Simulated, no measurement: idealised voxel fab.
process module | voxel self aligned vias
cross-section cut | 295 nm wide | cells 5 nm
A cross-section is a grid of square cells, given in bands from the top down. A band is one or more rows of cells.
Each band's line starts with the height of the band's top and of its bottom, in nm. Then come its materials from left to right, each with its width in nm. One material with "throughout" fills the band from edge to edge. "air" is empty space.
Height 0 is the level under which the wafer as received is all one material. The lowest band goes on downwards, as in "0 down".
A width such as "30 to 40" changes by the same amount from each row of cells to the next, from the band's top row to its bottom row.
"no change" after a step means that no cell of the cross-section changed.
closed voids: empty space of 8 cells or more with no open way to the top, each as width x height at its distance from the left edge, in nm
after a step's settings: what the simulator itself notes on the step
overlay nm, on a step with a mask: how far to the right of its planned place the mask lay; to the left if negative
plan
1 op RECEIVE | material Si
2 op CONFORMAL_DEP | material SiO2 | thk nm 10
3 op CONFORMAL_DEP | material SiCN | thk nm 5
4 op DIRECTIONAL_DEP | material SiO2 | thk nm 25
5 op DIRECTIONAL_DEP | material aC | thk nm 15
6 op PATTERN | tone open | mask id LINES | material resist | width nm 20 | pitch nm 55 | thk nm 30 | overlay nm 0
7 op DIRECTIONAL_ETCH | etch materials aC | depth nm 15
8 op STRIP | etch materials resist
9 op DIRECTIONAL_ETCH | etch materials SiO2 | depth nm 25
10 op STRIP | etch materials aC
11 op CONFORMAL_DEP | material TiN | thk nm 5
12 op FILL_DEP | material W | thk nm 10
13 op CMP | height nm 40
14 op SELECTIVE_ETCH | etch materials W Ru TiN | depth nm 5
15 op FILL_DEP | material SiN | thk nm 5
16 op CMP | height nm 40
17 op DIRECTIONAL_DEP | material SiO2 | thk nm 20
18 op MASKED_ETCH | tone open | mask id VIAS | width nm 30 | pitch nm 55 | etch materials SiO2 | depth nm 20 | overlay nm 0
19 op MASKED_ETCH | tone open | mask id VIAS | width nm 30 | pitch nm 55 | etch materials SiN | depth nm 5 | overlay nm 0
20 op CONFORMAL_DEP | material TiN | thk nm 5
21 op FILL_DEP | material Ru | thk nm 10
22 op CMP | height nm 50
23 op CONFORMAL_DEP | material SiN | thk nm 5
varied across the wafers: height nm of step 22. The plan shows the first wafer's value. All wafers start alike
first wafer as received, after step 1
  0 down: Si throughout
  closed voids: none
each wafer at the end: cells of each material gained (+) or lost (-) since it was received, then its closed voids
height nm 50 | +18 Ru | +59 SiCN | +59 SiN | +435 SiO2 | +60 TiN | +18 W | closed voids: none
height nm 55 | +30 Ru | +59 SiCN | +59 SiN | +476 SiO2 | +66 TiN | +18 W | closed voids: none
height nm 60 | +42 Ru | +59 SiCN | +59 SiN | +517 SiO2 | +72 TiN | +18 W | closed voids: none
height nm 65 | +54 Ru | +59 SiCN | +59 SiN | +517 SiO2 | +119 TiN | +18 W | closed voids: none
height nm 70 | +113 Ru | +59 SiCN | +59 SiN | +517 SiO2 | +119 TiN | +18 W | closed voids: none
height nm 75 | +172 Ru | +59 SiCN | +59 SiN | +517 SiO2 | +119 TiN | +18 W | closed voids: none
